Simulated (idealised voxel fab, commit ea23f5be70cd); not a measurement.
Herein follows the process module entitled voxel air gaps.
Displayed cross-section: cut, width of 235 nm, square cells sized 5 nm.
The cross-sections in this document take the form of a grid made of square cells. They are written out as bands, in order from top to bottom. Each band consists of one or more rows of cells.
This entry defines a band. It first specifies the height of the band's top and the height of its bottom in nm, and then specifies the band's materials from left to right, stating each material with its width in nm. The word "everywhere" identifies a single material that fills the band from edge to edge, while the word "blank" identifies empty space.
It should be noted that heights are counted from 0, beneath which the wafer as supplied is of one material throughout, and that the lowest band possesses no lower boundary but continues downward, as written in "top 0, no bottom".
It should be noted that a width expressed as "30 to 40" varies in equal increments from row to row of cells within the band, taking the value of the first number at the top row and that of the second number at the bottom row.
"nothing was modified" (step): cross-section cells unchanged, all of them.
Any empty space of 8 cells or more lacking an open way to the top shows up in "Sealed void inventory" as width x height at distance, distance from the left edge, in nm.
Formally, on a step line, whatever follows the settings is a remark that the simulator itself makes on the step.
overlay nm, on a step with a mask: how far to the right of its planned place the mask lay; to the left if negative

Intended process steps:
1. RECEIVE, material Si
2. CONFORMAL_DEP, material SiO2, thk nm 15
3. CONFORMAL_DEP, material SiCN, thk nm 5
4. DIRECTIONAL_DEP, material SiO2, thk nm 35
5. DIRECTIONAL_DEP, material aC, thk nm 10
6. PATTERN, tone open, mask id LINES, material resist, width nm 25, pitch nm 50, thk nm 25, overlay nm 0
7. DIRECTIONAL_ETCH, etch materials aC, depth nm 10
8. STRIP, etch materials resist
9. DIRECTIONAL_ETCH, etch materials SiO2, depth nm 35
10. STRIP, etch materials aC
11. CONFORMAL_DEP, material TiN, thk nm 5
12. FILL_DEP, material Cu, thk nm 10
13. CMP, height nm 55
14. EPI, material Ru, thk nm 10
15. SELECTIVE_ETCH, etch materials SiO2, depth nm 45
16. CONFORMAL_DEP, material SiCN, thk nm 5

Cross-section of the incoming wafer, state after step 1:
top 0, no bottom = Si everywhere
Sealed void inventory: none

A wafer at the end: this start, this plan, one mistake:
top 70, bottom 65 = blank 40 nm; SiCN 155 nm; blank 40 nm
top 65, bottom 55 = blank 40 nm; SiCN 5 nm; Ru 45 nm; SiCN 5 nm; Ru 45 nm; SiCN 5 nm; Ru 45 nm; SiCN 5 nm; blank 40 nm
top 55, bottom 25 = blank 40 nm; SiCN 5 nm; Ru 10 nm; TiN 5 nm; Cu 15 nm; TiN 5 nm; Ru 10 nm; SiCN 5 nm; Ru 10 nm; TiN 5 nm; Cu 15 nm; TiN 5 nm; Ru 10 nm; SiCN 5 nm; Ru 10 nm; TiN 5 nm; Cu 15 nm; TiN 5 nm; Ru 10 nm; SiCN 5 nm; blank 40 nm
top 25, bottom 20 = SiCN 45 nm; Ru 10 nm; TiN 25 nm; Ru 10 nm; SiCN 5 nm; Ru 10 nm; TiN 25 nm; Ru 10 nm; SiCN 5 nm; Ru 10 nm; TiN 25 nm; Ru 10 nm; SiCN 45 nm
top 20, bottom 15 = SiCN everywhere
top 15, bottom 0 = SiO2 everywhere
top 0, no bottom = Si everywhere
Sealed void inventory: none
It is concluded that the wafer was processed incorrectly with respect to the plan, in that ran 14 and 15 in swapped order versus the plan
